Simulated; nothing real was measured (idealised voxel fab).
The following process module bears the name voxel wiring stack.
We display cut, a cross-section 250 nm in width whose square cells are each 5 nm.
A cross-section is written here as square cells arranged in a grid, and it is given in bands from the top down, each band taking up one or more rows of cells.
In this notation a band is specified by the heights of its top and bottom, in that order and in nm, after which its materials appear from left to right, each paired with its width in nm. The word "full width" attached to a single material means that material fills the band from edge to edge; the word "air" stands for empty space.
Heights are measured from 0, the level below which the as-received wafer is all one material; the lowest band has no bottom and continues downward, written as in "0 -> down".
When a width is written as two numbers, as in "30 to 40", the first number is the width in the top row of cells of the band and the second is the width in its bottom row, and the width changes by the same amount from each row to the next.
"nothing got changed" after a step means that no cell of the cross-section changed.
Any empty space of 8 cells or more lacking an open way to the top shows up in "Fully enclosed voids" as width x height at distance, distance from the left edge, in nm.
Post-settings text on a step line: simulator's own remark regarding the step.
overlay nm: step with mask; distance mask lay right of planned place; negative value = left of planned place.

[These are the steps we planned for the process]
1: RECEIVE: material Si
2: CONFORMAL_DEP: material SiO2, thk nm 10
3: DIRECTIONAL_DEP: material TiN, thk nm 5
4: DIRECTIONAL_DEP: material W, thk nm 25
5: PATTERN: tone cover, mask id METAL_1, material resist, width nm 30, pitch nm 55, thk nm 20, overlay nm 0
6: DIRECTIONAL_ETCH: etch materials W, depth nm 25
7: DIRECTIONAL_ETCH: etch materials TiN, depth nm 5
8: STRIP: etch materials resist
9: CONFORMAL_DEP: material SiN, thk nm 5
10: FILL_DEP: material SiO2, thk nm 10
11: CMP: height nm 40
12: CONFORMAL_DEP: material SiCN, thk nm 5
13: DIRECTIONAL_DEP: material SiO2, thk nm 30
14: PATTERN: tone open, mask id METAL_2_HOLES, material resist, width nm 15, pitch nm 55, thk nm 20, overlay nm 0
15: DIRECTIONAL_ETCH: etch materials SiO2, depth nm 30
16: STRIP: etch materials resist
17: PATTERN: tone open, mask id METAL_2, material resist, width nm 30, pitch nm 55, thk nm 20, overlay nm 0
18: DIRECTIONAL_ETCH: etch materials SiO2, depth nm 20
19: DIRECTIONAL_ETCH: etch materials SiCN, depth nm 5
20: STRIP: etch materials resist
21: CONFORMAL_DEP: material TiN, thk nm 5
22: FILL_DEP: material Ru, thk nm 5
23: CMP: height nm 75
24: CONFORMAL_DEP: material SiCN, thk nm 5
25: DIRECTIONAL_DEP: material SiO2, thk nm 35
26: MASKED_ETCH: tone open, mask id METAL_3_HOLES, width nm 15, pitch nm 55, etch materials SiO2, depth nm 35, overlay nm 0
27: MASKED_ETCH: tone open, mask id METAL_3, width nm 30, pitch nm 55, etch materials SiO2, depth nm 20, overlay nm -15
28: MASKED_ETCH: tone open, mask id METAL_3, width nm 30, pitch nm 55, etch materials SiCN, depth nm 5, overlay nm 0
29: CONFORMAL_DEP: material TiN, thk nm 5
30: FILL_DEP: material Cu, thk nm 10
31: CMP: height nm 115
32: CONFORMAL_DEP: material SiCN, thk nm 5
The plan's step 27 overlay nm is the first wafer's value; the wafers differ in this setting and start identical.

[The first of several wafers in cross-section, exactly as it reached us after step 1]
* 0 -> down  Si full width
* Fully enclosed voids: none

[Table: wafers, a row each; end-of-module cell change per material since receipt, gain (+), loss (-); then closed voids]
overlay nm -15; +32 Cu; +30 Ru; +138 SiCN; +58 SiN; +794 SiO2; +88 TiN; +60 W; Fully enclosed voids: none
overlay nm -10; +32 Cu; +30 Ru; +138 SiCN; +58 SiN; +794 SiO2; +88 TiN; +60 W; Fully enclosed voids: none
overlay nm -5; +32 Cu; +30 Ru; +138 SiCN; +58 SiN; +794 SiO2; +88 TiN; +60 W; Fully enclosed voids: none
overlay nm 0; +32 Cu; +30 Ru; +138 SiCN; +58 SiN; +794 SiO2; +88 TiN; +60 W; Fully enclosed voids: none
overlay nm 5; +38 Cu; +30 Ru; +138 SiCN; +58 SiN; +786 SiO2; +90 TiN; +60 W; Fully enclosed voids: none
overlay nm 10; +44 Cu; +30 Ru; +138 SiCN; +58 SiN; +778 SiO2; +92 TiN; +60 W; Fully enclosed voids: none
overlay nm 15; +50 Cu; +30 Ru; +138 SiCN; +58 SiN; +770 SiO2; +94 TiN; +60 W; Fully enclosed voids: none
